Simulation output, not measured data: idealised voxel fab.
Documented hereafter: the process module known as voxel transistor to metal.
Cross-section cut spans 165 nm and uses square cells 5 nm in size.
Heads up, the way a cross-section reads in here is a grid of square cells, handed over as bands from the top down, with every band being one or more rows of cells. The entry gives the band's vertical extent as a top height and a bottom height in nm, then its horizontal make-up as materials from left to right, each with a width in nm. "empty" stands for empty space; a single material marked "all across" fills the band edge to edge. The level at which height equals 0 is the one under which the wafer, as it arrives, is entirely one material. No lower edge exists for the bottom band, which continues downward and is notated as in "z 0 and below". So if you see something like "30 to 40" for the width, read it as the top row of the band sitting at the first number and the bottom row at the second, with every row in between moving by the same amount as the last. The cross-section has no changed cell in any step marked "nothing changed". "Trapped voids" specifies each empty space that is not open to the top and that occupies no fewer than 8 cells, using the form width x height at distance, the distance measured from the left edge and all three quantities in nm. It should be noted that, on the line of a given step, the content following the step's settings is a remark produced by the simulator itself with respect to that step. "overlay nm" answers the question of how far to the right of plan the mask lay on a step that has a mask, and when it is negative the answer is to the left.
The planned process steps are enumerated hereunder:
1) RECEIVE (material Si)
2) OXIDIZE (depth nm 5)
3) CONFORMAL_DEP (material SiN; thk nm 10)
4) MASKED_ETCH (tone cover; mask id ACTIVE; width nm 105; etch materials SiN; depth nm 10; overlay nm 0)
5) MASKED_ETCH (tone cover; mask id ACTIVE; width nm 105; etch materials SiO2; depth nm 5; overlay nm 0)
6) MASKED_ETCH (tone cover; mask id ACTIVE; width nm 105; etch materials Si; depth nm 35; overlay nm 0)
7) FILL_DEP (material SiO2; thk nm 10)
8) CMP (height nm 10)
9) SELECTIVE_ETCH (etch materials SiO2; depth nm 5)
10) STRIP (etch materials SiN)
11) SELECTIVE_ETCH (etch materials SiO2; depth nm 5)
12) OXIDIZE (depth nm 5)
13) DIRECTIONAL_DEP (material polySi; thk nm 20)
14) DIRECTIONAL_DEP (material SiCN; thk nm 10)
15) PATTERN (tone cover; mask id GATE; material resist; width nm 25; thk nm 20; overlay nm 0)
16) DIRECTIONAL_ETCH (etch materials SiCN; depth nm 20)
17) DIRECTIONAL_ETCH (etch materials polySi; depth nm 30)
18) STRIP (etch materials resist)
19) CONFORMAL_DEP (material SiN; thk nm 10)
20) DIRECTIONAL_ETCH (etch materials SiN; depth nm 10)
21) DIRECTIONAL_ETCH (etch materials SiO2; depth nm 5)
22) DIRECTIONAL_ETCH (etch materials Si; depth nm 5)
23) EPI (material nSi; thk nm 10)
24) FILL_DEP (material SiO2; thk nm 5)
25) CMP (height nm 25)
26) DIRECTIONAL_DEP (material SiO2; thk nm 15)
27) MASKED_ETCH (tone open; mask id CONTACT; width nm 30; pitch nm 65; etch materials SiO2; depth nm 45; overlay nm 0)
28) CONFORMAL_DEP (material TiN; thk nm 5)
29) FILL_DEP (material Ru; thk nm 5)
30) CMP (height nm 40)
31) DIRECTIONAL_DEP (material TiN; thk nm 5)
32) DIRECTIONAL_DEP (material W; thk nm 15)
33) DIRECTIONAL_DEP (material aC; thk nm 15)
34) PATTERN (tone cover; mask id METAL_1; material resist; width nm 20; pitch nm 75; thk nm 30; overlay nm 0)
35) DIRECTIONAL_ETCH (etch materials aC; depth nm 15)
36) STRIP (etch materials resist)
37) DIRECTIONAL_ETCH (etch materials W; depth nm 15)
38) DIRECTIONAL_ETCH (etch materials TiN; depth nm 5)
39) STRIP (etch materials aC)
40) FILL_DEP (material lowk; thk nm 5)
41) CMP (height nm 60)
42) CONFORMAL_DEP (material SiCN; thk nm 5)
43) DIRECTIONAL_DEP (material SiO2; thk nm 30)
44) MASKED_ETCH (tone open; mask id METAL_2; width nm 20; pitch nm 75; etch materials SiO2; depth nm 15; overlay nm 0)
45) MASKED_ETCH (tone open; mask id METAL_2_HOLES; width nm 15; pitch nm 75; etch materials SiO2; depth nm 15; overlay nm 0)
46) MASKED_ETCH (tone open; mask id METAL_2_HOLES; width nm 15; pitch nm 75; etch materials SiCN; depth nm 5; overlay nm 0)
47) CONFORMAL_DEP (material TiN; thk nm 5)
48) FILL_DEP (material Cu; thk nm 5)
49) CMP (height nm 95)
50) CONFORMAL_DEP (material SiN; thk nm 5)
First wafer of two (run as planned):
Shown in cross-section is the wafer as received, that is, as it stands after step 1:
* z 0 and below: Si all across
* Trapped voids: none
After step 2: wafer cross-section:
* z 0 to -5: SiO2 all across
* For the remainder of the cross-section, below -5, there is no change.
After step 3: wafer cross-section:
* z 10 to 0: SiN all across
* For the remainder of the cross-section, below 0, there is no change.
After step 4: wafer cross-section:
* z 10 to 0: empty 30 nm, then SiN 105 nm, then empty 30 nm
* For the remainder of the cross-section, below 0, there is no change.
After step 5: wafer cross-section:
* z 10 to 0: empty 30 nm, then SiN 105 nm, then empty 30 nm
* z 0 to -5: empty 30 nm, then SiO2 105 nm, then empty 30 nm
* For the remainder of the cross-section, below -5, there is no change.
After step 6: wafer cross-section:
* z 10 to 0: empty 30 nm, then SiN 105 nm, then empty 30 nm
* z 0 to -5: empty 30 nm, then SiO2 105 nm, then empty 30 nm
* z -5 to -40: empty 30 nm, then Si 105 nm, then empty 30 nm
* For the remainder of the cross-section, below -40, there is no change.
After step 7: wafer cross-section:
* z 20 to 10: SiO2 all across
* z 10 to 0: SiO2 30 nm, then SiN 105 nm, then SiO2 30 nm
* z 0 to -5: SiO2 all across
* z -5 to -40: SiO2 30 nm, then Si 105 nm, then SiO2 30 nm
* For the remainder of the cross-section, below -40, there is no change.
After step 8: wafer cross-section:
* z 10 to 0: SiO2 30 nm, then SiN 105 nm, then SiO2 30 nm
* For the remainder of the cross-section, below 0, there is no change.
After step 9: wafer cross-section:
* z 10 to 5: empty 30 nm, then SiN 105 nm, then empty 30 nm
* For the remainder of the cross-section, below 5, there is no change.
After step 10: wafer cross-section:
* z 5 to 0: SiO2 30 nm, then empty 105 nm, then SiO2 30 nm
* For the remainder of the cross-section, below 0, there is no change.
After step 11: wafer cross-section:
* z 0 to -5: SiO2 25 nm, then empty 115 nm, then SiO2 25 nm
* For the remainder of the cross-section, below -5, there is no change.
After step 12: wafer cross-section:
* z 0 to -5: SiO2 25 nm, then empty 115 nm, then SiO2 25 nm
* z -5 to -10: SiO2 all across
* For the remainder of the cross-section, below -10, there is no change.
After step 13: wafer cross-section:
* z 20 to 15: polySi 25 nm, then empty 115 nm, then polySi 25 nm
* z 15 to 0: polySi all across
* z 0 to -5: SiO2 25 nm, then polySi 115 nm, then SiO2 25 nm
* For the remainder of the cross-section, below -5, there is no change.
After step 14: wafer cross-section:
* z 30 to 25: SiCN 25 nm, then empty 115 nm, then SiCN 25 nm
* z 25 to 20: SiCN all across
* z 20 to 15: polySi 25 nm, then SiCN 115 nm, then polySi 25 nm
* For the remainder of the cross-section, below 15, there is no change.
After step 15: wafer cross-section:
* z 50 to 30: empty 70 nm, then resist 25 nm, then empty 70 nm
* z 30 to 25: SiCN 25 nm, then empty 45 nm, then resist 25 nm, then empty 45 nm, then SiCN 25 nm
* For the remainder of the cross-section, below 25, there is no change.
After step 16: wafer cross-section:
* z 50 to 25: empty 70 nm, then resist 25 nm, then empty 70 nm
* z 25 to 20: empty 70 nm, then SiCN 25 nm, then empty 70 nm
* z 20 to 15: polySi 25 nm, then empty 45 nm, then SiCN 25 nm, then empty 45 nm, then polySi 25 nm
* For the remainder of the cross-section, below 15, there is no change.
After step 17: wafer cross-section:
* z 50 to 25: empty 70 nm, then resist 25 nm, then empty 70 nm
* z 25 to 15: empty 70 nm, then SiCN 25 nm, then empty 70 nm
* z 15 to 0: empty 70 nm, then polySi 25 nm, then empty 70 nm
* z 0 to -5: SiO2 25 nm, then empty 45 nm, then polySi 25 nm, then empty 45 nm, then SiO2 25 nm
* For the remainder of the cross-section, below -5, there is no change.
After step 18: wafer cross-section:
* z 25 to 15: empty 70 nm, then SiCN 25 nm, then empty 70 nm
* For the remainder of the cross-section, below 15, there is no change.
After step 19: wafer cross-section:
* z 35 to 25: empty 60 nm, then SiN 45 nm, then empty 60 nm
* z 25 to 15: empty 60 nm, then SiN 10 nm, then SiCN 25 nm, then SiN 10 nm, then empty 60 nm
* z 15 to 10: empty 60 nm, then SiN 10 nm, then polySi 25 nm, then SiN 10 nm, then empty 60 nm
* z 10 to 5: SiN 35 nm, then empty 25 nm, then SiN 10 nm, then polySi 25 nm, then SiN 10 nm, then empty 25 nm, then SiN 35 nm
* z 5 to 0: SiN 70 nm, then polySi 25 nm, then SiN 70 nm
* z 0 to -5: SiO2 25 nm, then SiN 45 nm, then polySi 25 nm, then SiN 45 nm, then SiO2 25 nm
* For the remainder of the cross-section, below -5, there is no change.
After step 20: wafer cross-section:
* z 25 to 15: empty 60 nm, then SiN 10 nm, then SiCN 25 nm, then SiN 10 nm, then empty 60 nm
* z 15 to 0: empty 60 nm, then SiN 10 nm, then polySi 25 nm, then SiN 10 nm, then empty 60 nm
* z 0 to -5: SiO2 25 nm, then SiN 10 nm, then empty 25 nm, then SiN 10 nm, then polySi 25 nm, then SiN 10 nm, then empty 25 nm, then SiN 10 nm, then SiO2 25 nm
* For the remainder of the cross-section, below -5, there is no change.
After step 21: wafer cross-section:
* z 25 to 15: empty 60 nm, then SiN 10 nm, then SiCN 25 nm, then SiN 10 nm, then empty 60 nm
* z 15 to 0: empty 60 nm, then SiN 10 nm, then polySi 25 nm, then SiN 10 nm, then empty 60 nm
* z 0 to -5: empty 25 nm, then SiN 10 nm, then empty 25 nm, then SiN 10 nm, then polySi 25 nm, then SiN 10 nm, then empty 25 nm, then SiN 10 nm, then empty 25 nm
* z -5 to -10: SiO2 35 nm, then empty 25 nm, then SiO2 45 nm, then empty 25 nm, then SiO2 35 nm
* For the remainder of the cross-section, below -10, there is no change.
After step 22: wafer cross-section:
* z 25 to 15: empty 60 nm, then SiN 10 nm, then SiCN 25 nm, then SiN 10 nm, then empty 60 nm
* z 15 to 0: empty 60 nm, then SiN 10 nm, then polySi 25 nm, then SiN 10 nm, then empty 60 nm
* z 0 to -5: empty 25 nm, then SiN 10 nm, then empty 25 nm, then SiN 10 nm, then polySi 25 nm, then SiN 10 nm, then empty 25 nm, then SiN 10 nm, then empty 25 nm
* z -5 to -10: SiO2 35 nm, then empty 25 nm, then SiO2 45 nm, then empty 25 nm, then SiO2 35 nm
* z -10 to -15: SiO2 30 nm, then Si 5 nm, then empty 25 nm, then Si 45 nm, then empty 25 nm, then Si 5 nm, then SiO2 30 nm
* For the remainder of the cross-section, below -15, there is no change.
After step 23: wafer cross-section:
* z 25 to 15: empty 60 nm, then SiN 10 nm, then SiCN 25 nm, then SiN 10 nm, then empty 60 nm
* z 15 to 0: empty 60 nm, then SiN 10 nm, then polySi 25 nm, then SiN 10 nm, then empty 60 nm
* z 0 to -5: empty 25 nm, then SiN 10 nm, then nSi 10 nm, then empty 5 nm, then nSi 10 nm, then SiN 10 nm, then polySi 25 nm, then SiN 10 nm, then nSi 10 nm, then empty 5 nm, then nSi 10 nm, then SiN 10 nm, then empty 25 nm
* z -5 to -10: SiO2 35 nm, then nSi 25 nm, then SiO2 45 nm, then nSi 25 nm, then SiO2 35 nm
* z -10 to -15: SiO2 30 nm, then Si 5 nm, then nSi 25 nm, then Si 45 nm, then nSi 25 nm, then Si 5 nm, then SiO2 30 nm
* For the remainder of the cross-section, below -15, there is no change.
After step 24: wafer cross-section:
* z 30 to 25: SiO2 all across
* z 25 to 15: SiO2 60 nm, then SiN 10 nm, then SiCN 25 nm, then SiN 10 nm, then SiO2 60 nm
* z 15 to 0: SiO2 60 nm, then SiN 10 nm, then polySi 25 nm, then SiN 10 nm, then SiO2 60 nm
* z 0 to -5: SiO2 25 nm, then SiN 10 nm, then nSi 10 nm, then SiO2 5 nm, then nSi 10 nm, then SiN 10 nm, then polySi 25 nm, then SiN 10 nm, then nSi 10 nm, then SiO2 5 nm, then nSi 10 nm, then SiN 10 nm, then SiO2 25 nm
* For the remainder of the cross-section, below -5, there is no change.
After step 25: wafer cross-section:
* z 25 to 15: SiO2 60 nm, then SiN 10 nm, then SiCN 25 nm, then SiN 10 nm, then SiO2 60 nm
* For the remainder of the cross-section, below 15, there is no change.
After step 26: wafer cross-section:
* z 40 to 25: SiO2 all across
* For the remainder of the cross-section, below 25, there is no change.
After step 27: wafer cross-section:
* z 40 to 25: SiO2 35 nm, then empty 30 nm, then SiO2 35 nm, then empty 30 nm, then SiO2 35 nm
* z 25 to 15: SiO2 35 nm, then empty 25 nm, then SiN 10 nm, then SiCN 25 nm, then SiN 10 nm, then empty 25 nm, then SiO2 35 nm
* z 15 to 0: SiO2 35 nm, then empty 25 nm, then SiN 10 nm, then polySi 25 nm, then SiN 10 nm, then empty 25 nm, then SiO2 35 nm
* z 0 to -5: SiO2 25 nm, then SiN 10 nm, then nSi 10 nm, then empty 5 nm, then nSi 10 nm, then SiN 10 nm, then polySi 25 nm, then SiN 10 nm, then nSi 10 nm, then empty 5 nm, then nSi 10 nm, then SiN 10 nm, then SiO2 25 nm
* For the remainder of the cross-section, below -5, there is no change.
After step 28: wafer cross-section:
* z 45 to 40: TiN 40 nm, then empty 20 nm, then TiN 45 nm, then empty 20 nm, then TiN 40 nm
* z 40 to 30: SiO2 35 nm, then TiN 5 nm, then empty 20 nm, then TiN 5 nm, then SiO2 35 nm, then TiN 5 nm, then empty 20 nm, then TiN 5 nm, then SiO2 35 nm
* z 30 to 25: SiO2 35 nm, then TiN 5 nm, then empty 15 nm, then TiN 10 nm, then SiO2 35 nm, then TiN 10 nm, then empty 15 nm, then TiN 5 nm, then SiO2 35 nm
* z 25 to 15: SiO2 35 nm, then TiN 5 nm, then empty 15 nm, then TiN 5 nm, then SiN 10 nm, then SiCN 25 nm, then SiN 10 nm, then TiN 5 nm, then empty 15 nm, then TiN 5 nm, then SiO2 35 nm
* z 15 to 5: SiO2 35 nm, then TiN 5 nm, then empty 15 nm, then TiN 5 nm, then SiN 10 nm, then polySi 25 nm, then SiN 10 nm, then TiN 5 nm, then empty 15 nm, then TiN 5 nm, then SiO2 35 nm
* z 5 to 0: SiO2 35 nm, then TiN 25 nm, then SiN 10 nm, then polySi 25 nm, then SiN 10 nm, then TiN 25 nm, then SiO2 35 nm
* z 0 to -5: SiO2 25 nm, then SiN 10 nm, then nSi 10 nm, then TiN 5 nm, then nSi 10 nm, then SiN 10 nm, then polySi 25 nm, then SiN 10 nm, then nSi 10 nm, then TiN 5 nm, then nSi 10 nm, then SiN 10 nm, then SiO2 25 nm
* For the remainder of the cross-section, below -5, there is no change.
After step 29: wafer cross-section:
* z 50 to 45: Ru all across
* z 45 to 40: TiN 40 nm, then Ru 20 nm, then TiN 45 nm, then Ru 20 nm, then TiN 40 nm
* z 40 to 30: SiO2 35 nm, then TiN 5 nm, then Ru 20 nm, then TiN 5 nm, then SiO2 35 nm, then TiN 5 nm, then Ru 20 nm, then TiN 5 nm, then SiO2 35 nm
* z 30 to 25: SiO2 35 nm, then TiN 5 nm, then Ru 15 nm, then TiN 10 nm, then SiO2 35 nm, then TiN 10 nm, then Ru 15 nm, then TiN 5 nm, then SiO2 35 nm
* z 25 to 15: SiO2 35 nm, then TiN 5 nm, then Ru 15 nm, then TiN 5 nm, then SiN 10 nm, then SiCN 25 nm, then SiN 10 nm, then TiN 5 nm, then Ru 15 nm, then TiN 5 nm, then SiO2 35 nm
* z 15 to 5: SiO2 35 nm, then TiN 5 nm, then Ru 15 nm, then TiN 5 nm, then SiN 10 nm, then polySi 25 nm, then SiN 10 nm, then TiN 5 nm, then Ru 15 nm, then TiN 5 nm, then SiO2 35 nm
* For the remainder of the cross-section, below 5, there is no change.
After step 30: wafer cross-section:
* z 40 to 30: SiO2 35 nm, then TiN 5 nm, then Ru 20 nm, then TiN 5 nm, then SiO2 35 nm, then TiN 5 nm, then Ru 20 nm, then TiN 5 nm, then SiO2 35 nm
* For the remainder of the cross-section, below 30, there is no change.
After step 31: wafer cross-section:
* z 45 to 40: TiN all across
* For the remainder of the cross-section, below 40, there is no change.
After step 32: wafer cross-section:
* z 60 to 45: W all across
* For the remainder of the cross-section, below 45, there is no change.
After step 33: wafer cross-section:
* z 75 to 60: aC all across
* For the remainder of the cross-section, below 60, there is no change.
After step 34: wafer cross-section:
* z 105 to 75: empty 35 nm, then resist 20 nm, then empty 55 nm, then resist 20 nm, then empty 35 nm
* For the remainder of the cross-section, below 75, there is no change.
After step 35: wafer cross-section:
* z 90 to 75: empty 35 nm, then resist 20 nm, then empty 55 nm, then resist 20 nm, then empty 35 nm
* z 75 to 60: empty 35 nm, then aC 20 nm, then empty 55 nm, then aC 20 nm, then empty 35 nm
* For the remainder of the cross-section, below 60, there is no change.
After step 36: wafer cross-section:
* z 75 to 60: empty 35 nm, then aC 20 nm, then empty 55 nm, then aC 20 nm, then empty 35 nm
* For the remainder of the cross-section, below 60, there is no change.
After step 37: wafer cross-section:
* z 75 to 60: empty 35 nm, then aC 20 nm, then empty 55 nm, then aC 20 nm, then empty 35 nm
* z 60 to 45: empty 35 nm, then W 20 nm, then empty 55 nm, then W 20 nm, then empty 35 nm
* For the remainder of the cross-section, below 45, there is no change.
After step 38: wafer cross-section:
* z 75 to 60: empty 35 nm, then aC 20 nm, then empty 55 nm, then aC 20 nm, then empty 35 nm
* z 60 to 45: empty 35 nm, then W 20 nm, then empty 55 nm, then W 20 nm, then empty 35 nm
* z 45 to 40: empty 35 nm, then TiN 20 nm, then empty 55 nm, then TiN 20 nm, then empty 35 nm
* For the remainder of the cross-section, below 40, there is no change.
After step 39: wafer cross-section:
* z 60 to 45: empty 35 nm, then W 20 nm, then empty 55 nm, then W 20 nm, then empty 35 nm
* For the remainder of the cross-section, below 45, there is no change.
After step 40: wafer cross-section:
* z 65 to 60: lowk all across
* z 60 to 45: lowk 35 nm, then W 20 nm, then lowk 55 nm, then W 20 nm, then lowk 35 nm
* z 45 to 40: lowk 35 nm, then TiN 20 nm, then lowk 55 nm, then TiN 20 nm, then lowk 35 nm
* For the remainder of the cross-section, below 40, there is no change.
After step 41: wafer cross-section:
* z 60 to 45: lowk 35 nm, then W 20 nm, then lowk 55 nm, then W 20 nm, then lowk 35 nm
* For the remainder of the cross-section, below 45, there is no change.
After step 42: wafer cross-section:
* z 65 to 60: SiCN all across
* For the remainder of the cross-section, below 60, there is no change.
After step 43: wafer cross-section:
* z 95 to 65: SiO2 all across
* For the remainder of the cross-section, below 65, there is no change.
After step 44: wafer cross-section:
* z 95 to 80: SiO2 35 nm, then empty 20 nm, then SiO2 55 nm, then empty 20 nm, then SiO2 35 nm
* For the remainder of the cross-section, below 80, there is no change.
After step 45: wafer cross-section:
* z 95 to 80: SiO2 35 nm, then empty 20 nm, then SiO2 55 nm, then empty 20 nm, then SiO2 35 nm
* z 80 to 65: SiO2 35 nm, then empty 15 nm, then SiO2 60 nm, then empty 15 nm, then SiO2 40 nm
* For the remainder of the cross-section, below 65, there is no change.
After step 46: wafer cross-section:
* z 95 to 80: SiO2 35 nm, then empty 20 nm, then SiO2 55 nm, then empty 20 nm, then SiO2 35 nm
* z 80 to 65: SiO2 35 nm, then empty 15 nm, then SiO2 60 nm, then empty 15 nm, then SiO2 40 nm
* z 65 to 60: SiCN 35 nm, then empty 15 nm, then SiCN 60 nm, then empty 15 nm, then SiCN 40 nm
* For the remainder of the cross-section, below 60, there is no change.
After step 47: wafer cross-section:
* z 100 to 95: TiN 40 nm, then empty 10 nm, then TiN 65 nm, then empty 10 nm, then TiN 40 nm
* z 95 to 85: SiO2 35 nm, then TiN 5 nm, then empty 10 nm, then TiN 5 nm, then SiO2 55 nm, then TiN 5 nm, then empty 10 nm, then TiN 5 nm, then SiO2 35 nm
* z 85 to 80: SiO2 35 nm, then TiN 5 nm, then empty 5 nm, then TiN 10 nm, then SiO2 55 nm, then TiN 5 nm, then empty 5 nm, then TiN 10 nm, then SiO2 35 nm
* z 80 to 65: SiO2 35 nm, then TiN 5 nm, then empty 5 nm, then TiN 5 nm, then SiO2 60 nm, then TiN 5 nm, then empty 5 nm, then TiN 5 nm, then SiO2 40 nm
* z 65 to 60: SiCN 35 nm, then TiN 15 nm, then SiCN 60 nm, then TiN 15 nm, then SiCN 40 nm
* For the remainder of the cross-section, below 60, there is no change.
After step 48: wafer cross-section:
* z 105 to 100: Cu all across
* z 100 to 95: TiN 40 nm, then Cu 10 nm, then TiN 65 nm, then Cu 10 nm, then TiN 40 nm
* z 95 to 85: SiO2 35 nm, then TiN 5 nm, then Cu 10 nm, then TiN 5 nm, then SiO2 55 nm, then TiN 5 nm, then Cu 10 nm, then TiN 5 nm, then SiO2 35 nm
* z 85 to 80: SiO2 35 nm, then TiN 5 nm, then Cu 5 nm, then TiN 10 nm, then SiO2 55 nm, then TiN 5 nm, then Cu 5 nm, then TiN 10 nm, then SiO2 35 nm
* z 80 to 65: SiO2 35 nm, then TiN 5 nm, then Cu 5 nm, then TiN 5 nm, then SiO2 60 nm, then TiN 5 nm, then Cu 5 nm, then TiN 5 nm, then SiO2 40 nm
* For the remainder of the cross-section, below 65, there is no change.
After step 49: wafer cross-section:
* z 95 to 85: SiO2 35 nm, then TiN 5 nm, then Cu 10 nm, then TiN 5 nm, then SiO2 55 nm, then TiN 5 nm, then Cu 10 nm, then TiN 5 nm, then SiO2 35 nm
* For the remainder of the cross-section, below 85, there is no change.
After step 50: wafer cross-section:
* z 100 to 95: SiN all across
* For the remainder of the cross-section, below 95, there is no change.
Second wafer, same starting conditions and recipe as the first, one mistake in executing it, nothing differs from the first up to and including step 42:
Second wafer, cross-section, planned end of step 43:
* z 125 to 65: SiO2 all across
* For the remainder of the cross-section, below 65, there is no change.
Second wafer, cross-section, planned end of step 44:
* z 125 to 110: SiO2 35 nm, then empty 20 nm, then SiO2 55 nm, then empty 20 nm, then SiO2 35 nm
* For the remainder of the cross-section, below 110, there is no change.
Second wafer, cross-section, planned end of step 45:
* z 125 to 110: SiO2 35 nm, then empty 20 nm, then SiO2 55 nm, then empty 20 nm, then SiO2 35 nm
* z 110 to 95: SiO2 35 nm, then empty 15 nm, then SiO2 60 nm, then empty 15 nm, then SiO2 40 nm
* For the remainder of the cross-section, below 95, there is no change.
Second wafer, cross-section, planned end of step 46: nothing changed
Second wafer, cross-section, planned end of step 47:
* z 130 to 125: TiN 40 nm, then empty 10 nm, then TiN 65 nm, then empty 10 nm, then TiN 40 nm
* z 125 to 115: SiO2 35 nm, then TiN 5 nm, then empty 10 nm, then TiN 5 nm, then SiO2 55 nm, then TiN 5 nm, then empty 10 nm, then TiN 5 nm, then SiO2 35 nm
* z 115 to 110: SiO2 35 nm, then TiN 5 nm, then empty 5 nm, then TiN 10 nm, then SiO2 55 nm, then TiN 5 nm, then empty 5 nm, then TiN 10 nm, then SiO2 35 nm
* z 110 to 100: SiO2 35 nm, then TiN 5 nm, then empty 5 nm, then TiN 5 nm, then SiO2 60 nm, then TiN 5 nm, then empty 5 nm, then TiN 5 nm, then SiO2 40 nm
* z 100 to 95: SiO2 35 nm, then TiN 15 nm, then SiO2 60 nm, then TiN 15 nm, then SiO2 40 nm
* For the remainder of the cross-section, below 95, there is no change.
Second wafer, cross-section, planned end of step 48:
* z 135 to 130: Cu all across
* z 130 to 125: TiN 40 nm, then Cu 10 nm, then TiN 65 nm, then Cu 10 nm, then TiN 40 nm
* z 125 to 115: SiO2 35 nm, then TiN 5 nm, then Cu 10 nm, then TiN 5 nm, then SiO2 55 nm, then TiN 5 nm, then Cu 10 nm, then TiN 5 nm, then SiO2 35 nm
* z 115 to 110: SiO2 35 nm, then TiN 5 nm, then Cu 5 nm, then TiN 10 nm, then SiO2 55 nm, then TiN 5 nm, then Cu 5 nm, then TiN 10 nm, then SiO2 35 nm
* z 110 to 100: SiO2 35 nm, then TiN 5 nm, then Cu 5 nm, then TiN 5 nm, then SiO2 60 nm, then TiN 5 nm, then Cu 5 nm, then TiN 5 nm, then SiO2 40 nm
* For the remainder of the cross-section, below 100, there is no change.
Second wafer, cross-section, planned end of step 49:
* z 95 to 65: SiO2 all across
* For the remainder of the cross-section, below 65, there is no change.
Second wafer, cross-section, planned end of step 50:
* z 100 to 95: SiN all across
* For the remainder of the cross-section, below 95, there is no change.
Here's what went sideways: plan step 43 ran twice
Per the end-of-run cell counts, the second wafer holds more or fewer of some materials than the first: 16 fewer of Cu, 6 more of SiCN, 42 more of SiO2, 32 fewer of TiN
